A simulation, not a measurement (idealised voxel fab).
Process module in this document: voxel tone inversion
In the cross-section labelled cut, the width is 205 nm and each square cell is 5 nm.
Reading order for cross-sections: top band down to bottom band. Underlying form: a grid of square cells. Band size: one or more rows of cells. For a band, the entry starts with two heights in nm, that of the top and then that of the bottom, and carries on with the band's materials in order from left to right, each alongside its width in nm; the word "throughout" beside a single material means it fills the band edge to edge, and "air" means empty space. Basically, 0 is our baseline, since under it the wafer straight out of the box is all one material. The bottom band has no lower end and keeps on going down, so it looks like "z 0 and below". The width entry "30->40" should be interpreted row by row: the top row of cells in the band takes the first number, the bottom row takes the second number, and the change between adjacent rows is uniform throughout. "nothing changed" (step): cross-section cells unchanged, all of them. This entry, "Completely enclosed voids", enumerates those empty regions of no fewer than 8 cells that possess no open connection to the top. Each region is reported in the form width x height at distance, the distance being taken from the left edge, with all three quantities expressed in nm. If you see something after the settings on a step's line, that's the simulator's own remark about that step. overlay nm: how far to the right of its planned place the mask lay on this masked step (negative: to the left).

## Planned process steps
1) RECEIVE with material Si
2) CONFORMAL_DEP with material SiCN, thk nm 10
3) DIRECTIONAL_DEP with material aC, thk nm 15
4) PATTERN with tone cover, mask id POSTS, material resist, width nm 25, pitch nm 45, thk nm 20, overlay nm 0
5) DIRECTIONAL_ETCH with etch materials aC, depth nm 15
6) STRIP with etch materials resist
7) FILL_DEP with material SiO2, thk nm 10
8) CMP with height nm 25
9) STRIP with etch materials aC

## Cross-section of the wafer upon arrival, representing the state reached after step 1
z 0 and below: Si throughout
Completely enclosed voids: none

## End-of-module XS, first of two wafers, run as planned
z 25 to 10: SiO2 20 | air 25 | SiO2 20 | air 25 | SiO2 20 | air 25 | SiO2 20 | air 25 | SiO2 25
z 10 to 0: SiCN throughout
z 0 and below: Si throughout
Completely enclosed voids: none

## Wafer two cross-section, module end. Start and plan unchanged from wafer one; one mistake made during the run
z 25 to 10: SiO2 20 | air 30 | SiO2 15 | air 30 | SiO2 15 | air 30 | SiO2 15 | air 30 | SiO2 20
z 10 to 0: SiCN throughout
z 0 and below: Si throughout
Completely enclosed voids: none
So what did we get wrong on this run? step 4 did not happen as planned, as run it was PATTERN with tone cover, mask id POSTS, material resist, width nm 30, pitch nm 45, thk nm 20, overlay nm 0
Materials where the second wafer ends with more or fewer cells than the first: SiO2: 12 fewer
